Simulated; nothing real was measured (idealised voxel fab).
Name of the process module below: voxel air gaps
In the cross-section labelled cut, the width is 230 nm and each square cell is 5 nm.
For the purposes of this document, a cross-section shall be understood as a grid of square cells, specified as bands listed in top-to-bottom order, each band consisting of one or more rows of cells.
This entry defines a band. It first specifies the height of the band's top and the height of its bottom in nm, and then specifies the band's materials from left to right, stating each material with its width in nm. The word "throughout" identifies a single material that fills the band from edge to edge, while the word "air" identifies empty space.
Height datum 0, below which the as-received substrate wafer is one material. Lowest band open at the bottom, running downward: "0 and below".
When a width is written as two numbers, as in "30->40", the first number is the width in the top row of cells of the band and the second is the width in its bottom row, and the width changes by the same amount from each row to the next.
Where the words "left unchanged" appear for a step, the cross-section shows no cell changed by that step; every cell remained as before.
"Closed void catalog" lists enclosed empty spaces (at least 8 cells, no open path upward to the top), each as width x height at distance from the left edge, in nm.
Where a step's line continues beyond its settings, the continuation is a remark by the simulator itself on that step.
You can add "overlay nm" to a step's line. For a step with a mask, it describes how far the mask lay to the right of its planned position, and a negative number describes a lay to the left.

The process steps that were planned are listed below:
step 1: RECEIVE, material Si
step 2: CONFORMAL_DEP, material SiO2, thk nm 10
step 3: CONFORMAL_DEP, material SiCN, thk nm 5
step 4: DIRECTIONAL_DEP, material SiO2, thk nm 35
step 5: PATTERN, tone open, mask id LINES, material resist, width nm 15, pitch nm 40, thk nm 20, overlay nm 0
step 6: DIRECTIONAL_ETCH, etch materials SiO2, depth nm 35
step 7: STRIP, etch materials resist
step 8: CONFORMAL_DEP, material TiN, thk nm 5
step 9: FILL_DEP, material W, thk nm 5
step 10: CMP, height nm 50
step 11: EPI, material Ru, thk nm 10
step 12: SELECTIVE_ETCH, etch materials SiO2, depth nm 45
step 13: CONFORMAL_DEP, material SiCN, thk nm 5

First wafer out of two, processed as planned:

As-received wafer cross-section (after step 1):
> 0 and below  Si throughout
> Closed void catalog: none

Wafer section view after processing step 2:
> 10 down to 0  SiO2 throughout
> Below a height of 0, the structure has not been altered.

Wafer section view after processing step 3:
> 15 down to 10  SiCN throughout
> Below a height of 10, the structure has not been altered.

Wafer section view after processing step 4:
> 50 down to 15  SiO2 throughout
> Below a height of 15, the structure has not been altered.

Wafer section view after processing step 5:
> 70 down to 50  65 of resist | 15 of air | 25 of resist | 15 of air | 25 of resist | 15 of air | 70 of resist
> Below a height of 50, the structure has not been altered.

Wafer section view after processing step 6:
> 70 down to 50  65 of resist | 15 of air | 25 of resist | 15 of air | 25 of resist | 15 of air | 70 of resist
> 50 down to 15  65 of SiO2 | 15 of air | 25 of SiO2 | 15 of air | 25 of SiO2 | 15 of air | 70 of SiO2
> Below a height of 15, the structure has not been altered.

Wafer section view after processing step 7:
> 50 down to 15  65 of SiO2 | 15 of air | 25 of SiO2 | 15 of air | 25 of SiO2 | 15 of air | 70 of SiO2
> Below a height of 15, the structure has not been altered.

Wafer section view after processing step 8:
> 55 down to 50  70 of TiN | 5 of air | 35 of TiN | 5 of air | 35 of TiN | 5 of air | 75 of TiN
> 50 down to 20  65 of SiO2 | 5 of TiN | 5 of air | 5 of TiN | 25 of SiO2 | 5 of TiN | 5 of air | 5 of TiN | 25 of SiO2 | 5 of TiN | 5 of air | 5 of TiN | 70 of SiO2
> 20 down to 15  65 of SiO2 | 15 of TiN | 25 of SiO2 | 15 of TiN | 25 of SiO2 | 15 of TiN | 70 of SiO2
> Below a height of 15, the structure has not been altered.

Wafer section view after processing step 9:
> 60 down to 55  W throughout
> 55 down to 50  70 of TiN | 5 of W | 35 of TiN | 5 of W | 35 of TiN | 5 of W | 75 of TiN
> 50 down to 20  65 of SiO2 | 5 of TiN | 5 of W | 5 of TiN | 25 of SiO2 | 5 of TiN | 5 of W | 5 of TiN | 25 of SiO2 | 5 of TiN | 5 of W | 5 of TiN | 70 of SiO2
> Below a height of 20, the structure has not been altered.

Wafer section view after processing step 10:
> 50 down to 20  65 of SiO2 | 5 of TiN | 5 of W | 5 of TiN | 25 of SiO2 | 5 of TiN | 5 of W | 5 of TiN | 25 of SiO2 | 5 of TiN | 5 of W | 5 of TiN | 70 of SiO2
> Below a height of 20, the structure has not been altered.

Wafer section view after processing step 11:
> 60 down to 50  55 of air | 35 of Ru | 5 of air | 35 of Ru | 5 of air | 35 of Ru | 60 of air
> Below a height of 50, the structure has not been altered.

Wafer section view after processing step 12:
> 60 down to 50  55 of air | 35 of Ru | 5 of air | 35 of Ru | 5 of air | 35 of Ru | 60 of air
> 50 down to 20  65 of air | 5 of TiN | 5 of W | 5 of TiN | 25 of air | 5 of TiN | 5 of W | 5 of TiN | 25 of air | 5 of TiN | 5 of W | 5 of TiN | 70 of air
> 20 down to 15  65 of air | 15 of TiN | 25 of air | 15 of TiN | 25 of air | 15 of TiN | 70 of air
> Below a height of 15, the structure has not been altered.

Wafer section view after processing step 13:
> 65 down to 60  50 of air | 125 of SiCN | 55 of air
> 60 down to 50  50 of air | 5 of SiCN | 35 of Ru | 5 of SiCN | 35 of Ru | 5 of SiCN | 35 of Ru | 5 of SiCN | 55 of air
> 50 down to 45  50 of air | 15 of SiCN | 5 of TiN | 5 of W | 5 of TiN | 25 of SiCN | 5 of TiN | 5 of W | 5 of TiN | 25 of SiCN | 5 of TiN | 5 of W | 5 of TiN | 15 of SiCN | 55 of air
> 45 down to 20  60 of air | 5 of SiCN | 5 of TiN | 5 of W | 5 of TiN | 5 of SiCN | 15 of air | 5 of SiCN | 5 of TiN | 5 of W | 5 of TiN | 5 of SiCN | 15 of air | 5 of SiCN | 5 of TiN | 5 of W | 5 of TiN | 5 of SiCN | 65 of air
> 20 down to 15  65 of SiCN | 15 of TiN | 25 of SiCN | 15 of TiN | 25 of SiCN | 15 of TiN | 70 of SiCN
> Below a height of 15, the structure has not been altered.
> Closed void catalog: 15 x 25 at 85; 15 x 25 at 125

The second wafer was prepared from the same starting point and under the same plan as the first; its processing contained one mistake, and it remains indistinguishable from the first wafer up to and including step 9:

When step 10 should have ended:
> 40 down to 20  65 of SiO2 | 5 of TiN | 5 of W | 5 of TiN | 25 of SiO2 | 5 of TiN | 5 of W | 5 of TiN | 25 of SiO2 | 5 of TiN | 5 of W | 5 of TiN | 70 of SiO2
> Below a height of 20, the structure has not been altered.

When step 11 should have ended:
> 50 down to 40  55 of air | 35 of Ru | 5 of air | 35 of Ru | 5 of air | 35 of Ru | 60 of air
> Below a height of 40, the structure has not been altered.

When step 12 should have ended:
> 50 down to 40  55 of air | 35 of Ru | 5 of air | 35 of Ru | 5 of air | 35 of Ru | 60 of air
> 40 down to 20  65 of air | 5 of TiN | 5 of W | 5 of TiN | 25 of air | 5 of TiN | 5 of W | 5 of TiN | 25 of air | 5 of TiN | 5 of W | 5 of TiN | 70 of air
> 20 down to 15  65 of air | 15 of TiN | 25 of air | 15 of TiN | 25 of air | 15 of TiN | 70 of air
> Below a height of 15, the structure has not been altered.

When step 13 should have ended:
> 55 down to 50  50 of air | 125 of SiCN | 55 of air
> 50 down to 40  50 of air | 5 of SiCN | 35 of Ru | 5 of SiCN | 35 of Ru | 5 of SiCN | 35 of Ru | 5 of SiCN | 55 of air
> 40 down to 35  50 of air | 15 of SiCN | 5 of TiN | 5 of W | 5 of TiN | 25 of SiCN | 5 of TiN | 5 of W | 5 of TiN | 25 of SiCN | 5 of TiN | 5 of W | 5 of TiN | 15 of SiCN | 55 of air
> 35 down to 20  60 of air | 5 of SiCN | 5 of TiN | 5 of W | 5 of TiN | 5 of SiCN | 15 of air | 5 of SiCN | 5 of TiN | 5 of W | 5 of TiN | 5 of SiCN | 15 of air | 5 of SiCN | 5 of TiN | 5 of W | 5 of TiN | 5 of SiCN | 65 of air
> 20 down to 15  65 of SiCN | 15 of TiN | 25 of SiCN | 15 of TiN | 25 of SiCN | 15 of TiN | 70 of SiCN
> Below a height of 15, the structure has not been altered.
> Closed void catalog: 15 x 15 at 85; 15 x 15 at 125
Where did the run depart from the plan? step 10 changed vs plan, executed as CMP, height nm 40
The closing comparison, in cells, has the second wafer with more or fewer of some materials than the first: 12 fewer of SiCN; 12 fewer of TiN; 6 fewer of W
